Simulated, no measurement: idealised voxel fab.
process module | voxel capacitor over wiring
cross-section cut | 205 nm wide | cells 5 nm
A cross-section is a grid of square cells, given in bands from the top down. A band is one or more rows of cells.
Each band's line starts with the height of the band's top and of its bottom, in nm. Then come its materials from left to right, each with its width in nm. One material with "throughout" fills the band from edge to edge. "air" is empty space.
Height 0 is the level under which the wafer as received is all one material. The lowest band goes on downwards, as in "0 down".
A width such as "30 to 40" changes by the same amount from each row of cells to the next, from the band's top row to its bottom row.
"no change" after a step means that no cell of the cross-section changed.
closed voids: empty space of 8 cells or more with no open way to the top, each as width x height at its distance from the left edge, in nm
after a step's settings: what the simulator itself notes on the step
overlay nm, on a step with a mask: how far to the right of its planned place the mask lay; to the left if negative
plan
1 op RECEIVE | material Si
2 op CONFORMAL_DEP | material SiO2 | thk nm 10
3 op DIRECTIONAL_DEP | material TiN | thk nm 5
4 op DIRECTIONAL_DEP | material Ru | thk nm 20
5 op DIRECTIONAL_DEP | material aC | thk nm 10
6 op PATTERN | tone cover | mask id METAL_1 | material resist | width nm 30 | pitch nm 90 | thk nm 30 | overlay nm 0
7 op DIRECTIONAL_ETCH | etch materials aC | depth nm 10
8 op STRIP | etch materials resist
9 op DIRECTIONAL_ETCH | etch materials Ru | depth nm 20
10 op DIRECTIONAL_ETCH | etch materials TiN | depth nm 5
11 op STRIP | etch materials aC
12 op FILL_DEP | material lowk | thk nm 10
13 op CMP | height nm 35
14 op CONFORMAL_DEP | material SiCN | thk nm 5
15 op DIRECTIONAL_DEP | material lowk | thk nm 15
16 op DIRECTIONAL_DEP | material aC | thk nm 10
17 op PATTERN | tone open | mask id PLUG_1 | material resist | width nm 15 | thk nm 30 | overlay nm 0
18 op DIRECTIONAL_ETCH | etch materials aC | depth nm 10
19 op STRIP | etch materials resist
20 op DIRECTIONAL_ETCH | etch materials lowk | depth nm 15
21 op DIRECTIONAL_ETCH | etch materials SiCN | depth nm 5
22 op STRIP | etch materials aC
23 op EPI | material Ru | thk nm 10
24 op EPI | material Ru | thk nm 10
25 op DIRECTIONAL_DEP | material TiN | thk nm 10
26 op DIRECTIONAL_DEP | material HfO2 | thk nm 5
27 op DIRECTIONAL_DEP | material TiN | thk nm 5
28 op DIRECTIONAL_DEP | material aC | thk nm 10
29 op PATTERN | tone cover | mask id UPPER_PLATE | material resist | width nm 65 | thk nm 30 | overlay nm 0
30 op DIRECTIONAL_ETCH | etch materials aC | depth nm 10
31 op STRIP | etch materials resist
32 op DIRECTIONAL_ETCH | etch materials TiN | depth nm 5
33 op DIRECTIONAL_ETCH | etch materials HfO2 | depth nm 5
34 op STRIP | etch materials aC
35 op PATTERN | tone cover | mask id LOWER_PLATE | material resist | width nm 75 | thk nm 20 | overlay nm 0
36 op DIRECTIONAL_ETCH | etch materials TiN | depth nm 10
37 op STRIP | etch materials resist
38 op FILL_DEP | material SiO2 | thk nm 15
39 op CMP | height nm 85
40 op PATTERN | tone open | mask id PLUG_2 | material resist | width nm 15 | thk nm 15 | overlay nm 0
41 op DIRECTIONAL_ETCH | etch materials SiO2 | depth nm 10
42 op STRIP | etch materials resist
43 op CONFORMAL_DEP | material TiN | thk nm 5
44 op FILL_DEP | material Cu | thk nm 10
45 op CMP | height nm 85
46 op CONFORMAL_DEP | material SiCN | thk nm 5
first wafer, as planned
as received, after step 1
  0 down: Si throughout
  closed voids: none
after step 2
  10 to 0: SiO2 throughout
  below 0: unchanged
after step 3
  15 to 10: TiN throughout
  below 10: unchanged
after step 4
  35 to 15: Ru throughout
  below 15: unchanged
after step 5
  45 to 35: aC throughout
  below 35: unchanged
after step 6
  75 to 45: air 40 | resist 30 | air 60 | resist 30 | air 45
  below 45: unchanged
after step 7
  65 to 45: air 40 | resist 30 | air 60 | resist 30 | air 45
  45 to 35: air 40 | aC 30 | air 60 | aC 30 | air 45
  below 35: unchanged
after step 8
  45 to 35: air 40 | aC 30 | air 60 | aC 30 | air 45
  below 35: unchanged
after step 9
  45 to 35: air 40 | aC 30 | air 60 | aC 30 | air 45
  35 to 15: air 40 | Ru 30 | air 60 | Ru 30 | air 45
  below 15: unchanged
after step 10
  45 to 35: air 40 | aC 30 | air 60 | aC 30 | air 45
  35 to 15: air 40 | Ru 30 | air 60 | Ru 30 | air 45
  15 to 10: air 40 | TiN 30 | air 60 | TiN 30 | air 45
  below 10: unchanged
after step 11
  35 to 15: air 40 | Ru 30 | air 60 | Ru 30 | air 45
  below 15: unchanged
after step 12
  45 to 35: lowk throughout
  35 to 15: lowk 40 | Ru 30 | lowk 60 | Ru 30 | lowk 45
  15 to 10: lowk 40 | TiN 30 | lowk 60 | TiN 30 | lowk 45
  below 10: unchanged
after step 13
  35 to 15: lowk 40 | Ru 30 | lowk 60 | Ru 30 | lowk 45
  below 15: unchanged
after step 14
  40 to 35: SiCN throughout
  below 35: unchanged
after step 15
  55 to 40: lowk throughout
  below 40: unchanged
after step 16
  65 to 55: aC throughout
  below 55: unchanged
after step 17
  95 to 65: resist 55 | air 15 | resist 135
  below 65: unchanged
after step 18
  85 to 65: resist 55 | air 15 | resist 135
  65 to 55: aC 55 | air 15 | aC 135
  below 55: unchanged
after step 19
  65 to 55: aC 55 | air 15 | aC 135
  below 55: unchanged
after step 20
  65 to 55: aC 55 | air 15 | aC 135
  55 to 40: lowk 55 | air 15 | lowk 135
  below 40: unchanged
after step 21
  65 to 55: aC 55 | air 15 | aC 135
  55 to 40: lowk 55 | air 15 | lowk 135
  40 to 35: SiCN 55 | air 15 | SiCN 135
  below 35: unchanged
after step 22
  55 to 40: lowk 55 | air 15 | lowk 135
  below 40: unchanged
after step 23
  55 to 45: lowk 55 | air 15 | lowk 135
  45 to 40: lowk 55 | Ru 15 | lowk 135
  40 to 35: SiCN 55 | Ru 15 | SiCN 135
  below 35: unchanged
after step 24
  55 to 40: lowk 55 | Ru 15 | lowk 135
  below 40: unchanged
after step 25
  65 to 55: TiN throughout
  below 55: unchanged
after step 26
  70 to 65: HfO2 throughout
  below 65: unchanged
after step 27
  75 to 70: TiN throughout
  below 70: unchanged
after step 28
  85 to 75: aC throughout
  below 75: unchanged
after step 29
  115 to 85: air 55 | resist 65 | air 85
  below 85: unchanged
after step 30
  105 to 85: air 55 | resist 65 | air 85
  85 to 75: air 55 | aC 65 | air 85
  below 75: unchanged
after step 31
  85 to 75: air 55 | aC 65 | air 85
  below 75: unchanged
after step 32
  85 to 75: air 55 | aC 65 | air 85
  75 to 70: air 55 | TiN 65 | air 85
  below 70: unchanged
after step 33
  85 to 75: air 55 | aC 65 | air 85
  75 to 70: air 55 | TiN 65 | air 85
  70 to 65: air 55 | HfO2 65 | air 85
  below 65: unchanged
after step 34
  75 to 70: air 55 | TiN 65 | air 85
  below 70: unchanged
after step 35
  95 to 75: air 50 | resist 75 | air 80
  75 to 70: air 50 | resist 5 | TiN 65 | resist 5 | air 80
  70 to 65: air 50 | resist 5 | HfO2 65 | resist 5 | air 80
  below 65: unchanged
after step 36
  95 to 75: air 50 | resist 75 | air 80
  75 to 70: air 50 | resist 5 | TiN 65 | resist 5 | air 80
  70 to 65: air 50 | resist 5 | HfO2 65 | resist 5 | air 80
  65 to 55: air 50 | TiN 75 | air 80
  below 55: unchanged
after step 37
  75 to 70: air 55 | TiN 65 | air 85
  70 to 65: air 55 | HfO2 65 | air 85
  below 65: unchanged
after step 38
  90 to 75: SiO2 throughout
  75 to 70: SiO2 55 | TiN 65 | SiO2 85
  70 to 65: SiO2 55 | HfO2 65 | SiO2 85
  65 to 55: SiO2 50 | TiN 75 | SiO2 80
  below 55: unchanged
after step 39
  85 to 75: SiO2 throughout
  below 75: unchanged
after step 40
  100 to 85: resist 65 | air 15 | resist 125
  below 85: unchanged
after step 41
  100 to 85: resist 65 | air 15 | resist 125
  85 to 75: SiO2 65 | air 15 | SiO2 125
  below 75: unchanged
after step 42
  85 to 75: SiO2 65 | air 15 | SiO2 125
  below 75: unchanged
after step 43
  90 to 85: TiN 70 | air 5 | TiN 130
  85 to 80: SiO2 65 | TiN 5 | air 5 | TiN 5 | SiO2 125
  80 to 70: SiO2 65 to 55 | TiN 15 to 65 | SiO2 125 to 85
  below 70: unchanged
after step 44
  100 to 90: Cu throughout
  90 to 85: TiN 70 | Cu 5 | TiN 130
  85 to 80: SiO2 65 | TiN 5 | Cu 5 | TiN 5 | SiO2 125
  below 80: unchanged
after step 45
  85 to 80: SiO2 65 | TiN 5 | Cu 5 | TiN 5 | SiO2 125
  below 80: unchanged
after step 46
  90 to 85: SiCN throughout
  below 85: unchanged
second wafer: like start, like plan, one mistake. Through step 15 it matches the first wafer
when step 16 should have ended
  65 to 55: SiO2 throughout
  below 55: unchanged
when step 17 should have ended
  95 to 65: resist 55 | air 15 | resist 135
  below 65: unchanged
when step 18 should have ended
  85 to 65: resist 55 | air 15 | resist 135
  below 65: unchanged
when step 19 should have ended
  65 to 55: SiO2 throughout
  below 55: unchanged
when step 20 should have ended: no change
when step 21 should have ended: no change
when step 22 should have ended: no change
when step 23 should have ended: no change
when step 24 should have ended: no change
when step 25 should have ended
  75 to 65: TiN throughout
  below 65: unchanged
when step 26 should have ended
  80 to 75: HfO2 throughout
  below 75: unchanged
when step 27 should have ended
  85 to 80: TiN throughout
  below 80: unchanged
when step 28 should have ended
  95 to 85: aC throughout
  below 85: unchanged
when step 29 should have ended
  125 to 95: air 55 | resist 65 | air 85
  below 95: unchanged
when step 30 should have ended
  115 to 95: air 55 | resist 65 | air 85
  95 to 85: air 55 | aC 65 | air 85
  below 85: unchanged
when step 31 should have ended
  95 to 85: air 55 | aC 65 | air 85
  below 85: unchanged
when step 32 should have ended
  95 to 85: air 55 | aC 65 | air 85
  85 to 80: air 55 | TiN 65 | air 85
  below 80: unchanged
when step 33 should have ended
  95 to 85: air 55 | aC 65 | air 85
  85 to 80: air 55 | TiN 65 | air 85
  80 to 75: air 55 | HfO2 65 | air 85
  below 75: unchanged
when step 34 should have ended
  85 to 80: air 55 | TiN 65 | air 85
  below 80: unchanged
when step 35 should have ended
  105 to 85: air 50 | resist 75 | air 80
  85 to 80: air 50 | resist 5 | TiN 65 | resist 5 | air 80
  80 to 75: air 50 | resist 5 | HfO2 65 | resist 5 | air 80
  below 75: unchanged
when step 36 should have ended
  105 to 85: air 50 | resist 75 | air 80
  85 to 80: air 50 | resist 5 | TiN 65 | resist 5 | air 80
  80 to 75: air 50 | resist 5 | HfO2 65 | resist 5 | air 80
  75 to 65: air 50 | TiN 75 | air 80
  below 65: unchanged
when step 37 should have ended
  85 to 80: air 55 | TiN 65 | air 85
  80 to 75: air 55 | HfO2 65 | air 85
  below 75: unchanged
when step 38 should have ended
  100 to 85: SiO2 throughout
  85 to 80: SiO2 55 | TiN 65 | SiO2 85
  80 to 75: SiO2 55 | HfO2 65 | SiO2 85
  75 to 65: SiO2 50 | TiN 75 | SiO2 80
  below 65: unchanged
when step 39 should have ended
  85 to 80: SiO2 55 | TiN 65 | SiO2 85
  below 80: unchanged
when step 40 should have ended
  100 to 85: resist 65 | air 15 | resist 125
  below 85: unchanged
when step 41 should have ended: no change
when step 42 should have ended
  85 to 80: SiO2 55 | TiN 65 | SiO2 85
  below 80: unchanged
when step 43 should have ended
  90 to 85: TiN throughout
  below 85: unchanged
when step 44 should have ended
  100 to 90: Cu throughout
  below 90: unchanged
when step 45 should have ended
  85 to 80: SiO2 55 | TiN 65 | SiO2 85
  below 80: unchanged
when step 46 should have ended
  90 to 85: SiCN throughout
  below 85: unchanged
what went wrong: step 16 ran as: op DIRECTIONAL_DEP | material SiO2 | thk nm 10
at the end the second wafer has, in cells: 1 fewer of Cu | 12 fewer of Ru | 3 more of SiCN | 6 more of SiO2 | 5 fewer of TiN | 9 more of lowk
